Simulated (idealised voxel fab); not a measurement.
Process module name: voxel gate over fins
Cross-section cut: width 185 nm, square cells of 5 nm.
Heads up, the way a cross-section reads in here is a grid of square cells, handed over as bands from the top down, with every band being one or more rows of cells.
Top, bottom (nm), then materials left to right with widths (nm); lone material tagged "throughout" fills the whole band edge to edge; "blank" = empty space.
The level at which height equals 0 is the one under which the wafer, as it arrives, is entirely one material. No lower edge exists for the bottom band, which continues downward and is notated as in "0 -> down".
The notation "30..40" denotes a width that varies across the rows of cells in the band, beginning at the first number in the top row, finishing at the second number in the bottom row, and changing by an identical amount from each row to the next.
"left unchanged" means the step left every cell of the cross-section as it was.
Entry "Trapped cavities" = empty spaces >= 8 cells with no open way to the top; each as width x height at distance, distance from left edge, all nm.
Formally, on a step line, whatever follows the settings is a remark that the simulator itself makes on the step.
overlay nm: mask offset rightward from planned place, masked step; negative means leftward offset.

**Steps planned for the process**
1: op RECEIVE | material Si
2: op CONFORMAL_DEP | material SiN | thk nm 10
3: op PATTERN | tone cover | mask id FINS | material resist | width nm 15 | pitch nm 40 | thk nm 20 | overlay nm 0
4: op DIRECTIONAL_ETCH | etch materials SiN | depth nm 10
5: op DIRECTIONAL_ETCH | etch materials Si | depth nm 35
6: op STRIP | etch materials resist
7: op FILL_DEP | material SiO2 | thk nm 5
8: op CMP | height nm 10
9: op SELECTIVE_ETCH | etch materials SiO2 | depth nm 25
10: op STRIP | etch materials SiN
11: op CONFORMAL_DEP | material HfO2 | thk nm 5
12: op CONFORMAL_DEP | material TiN | thk nm 5
13: op CONFORMAL_DEP | material TiAl | thk nm 5
14: op CONFORMAL_DEP | material TiN | thk nm 5
15: op FILL_DEP | material W | thk nm 15
16: op CMP | height nm 30
17: op CONFORMAL_DEP | material SiCN | thk nm 5

**Received-state cross-section, reflecting completion of step 1**
  0 -> down | Si throughout
  Trapped cavities: none

**First wafer of two, sectioned at end of module; run went per plan**
  35 -> 30 | SiCN throughout
  30 -> 20 | W throughout
  20 -> 15 | 25 W / 135 TiN / 25 W
  15 -> 10 | 25 W / 5 TiN / 125 TiAl / 5 TiN / 25 W
  10 -> 5 | 25 W / 5 TiN / 5 TiAl / 35 TiN / 5 TiAl / 35 TiN / 5 TiAl / 35 TiN / 5 TiAl / 5 TiN / 25 W
  5 -> 0 | 30 TiN / 5 TiAl / 5 TiN / 25 HfO2 / 5 TiN / 5 TiAl / 5 TiN / 25 HfO2 / 5 TiN / 5 TiAl / 5 TiN / 25 HfO2 / 5 TiN / 5 TiAl / 30 TiN
  0 -> -5 | 35 TiAl / 5 TiN / 5 HfO2 / 15 Si / 5 HfO2 / 5 TiN / 5 TiAl / 5 TiN / 5 HfO2 / 15 Si / 5 HfO2 / 5 TiN / 5 TiAl / 5 TiN / 5 HfO2 / 15 Si / 5 HfO2 / 5 TiN / 35 TiAl
  -5 -> -10 | 40 TiN / 5 HfO2 / 15 Si / 5 HfO2 / 15 TiN / 5 HfO2 / 15 Si / 5 HfO2 / 15 TiN / 5 HfO2 / 15 Si / 5 HfO2 / 40 TiN
  -10 -> -15 | 45 HfO2 / 15 Si / 25 HfO2 / 15 Si / 25 HfO2 / 15 Si / 45 HfO2
  -15 -> -35 | 45 SiO2 / 15 Si / 25 SiO2 / 15 Si / 25 SiO2 / 15 Si / 45 SiO2
  -35 -> down | Si throughout
  Trapped cavities: none

**Wafer two (of two), end-of-module cross-section: start = wafer one, plan = wafer one, one run mistake**
  35 -> 30 | SiCN throughout
  30 -> 20 | W throughout
  20 -> 15 | 20 W / 145 TiN / 20 W
  15 -> 10 | 20 W / 5 TiN / 135 TiAl / 5 TiN / 20 W
  10 -> 5 | 20 W / 5 TiN / 5 TiAl / 125 TiN / 5 TiAl / 5 TiN / 20 W
  5 -> 0 | 25 TiN / 5 TiAl / 5 TiN / 35 HfO2 / 5 TiN / 35 HfO2 / 5 TiN / 35 HfO2 / 5 TiN / 5 TiAl / 25 TiN
  0 -> -5 | 30 TiAl / 5 TiN / 5 HfO2 / 25 Si / 5 HfO2 / 5 TiN / 5 HfO2 / 25 Si / 5 HfO2 / 5 TiN / 5 HfO2 / 25 Si / 5 HfO2 / 5 TiN / 30 TiAl
  -5 -> -10 | 35 TiN / 5 HfO2 / 25 Si / 5 HfO2 / 5 TiN / 5 HfO2 / 25 Si / 5 HfO2 / 5 TiN / 5 HfO2 / 25 Si / 5 HfO2 / 35 TiN
  -10 -> -15 | 40 HfO2 / 25 Si / 15 HfO2 / 25 Si / 15 HfO2 / 25 Si / 40 HfO2
  -15 -> -35 | 40 SiO2 / 25 Si / 15 SiO2 / 25 Si / 15 SiO2 / 25 Si / 40 SiO2
  -35 -> down | Si throughout
  Trapped cavities: none
The plan and the run diverged here: step 3 was processed under conditions differing from the plan, specifically as op PATTERN | tone cover | mask id FINS | material resist | width nm 25 | pitch nm 40 | thk nm 20 | overlay nm 0
Count the cells at the end and the second wafer has more or fewer of some materials than the first: Si +42 | SiO2 -24 | TiAl -6 | TiN -6 | W -6
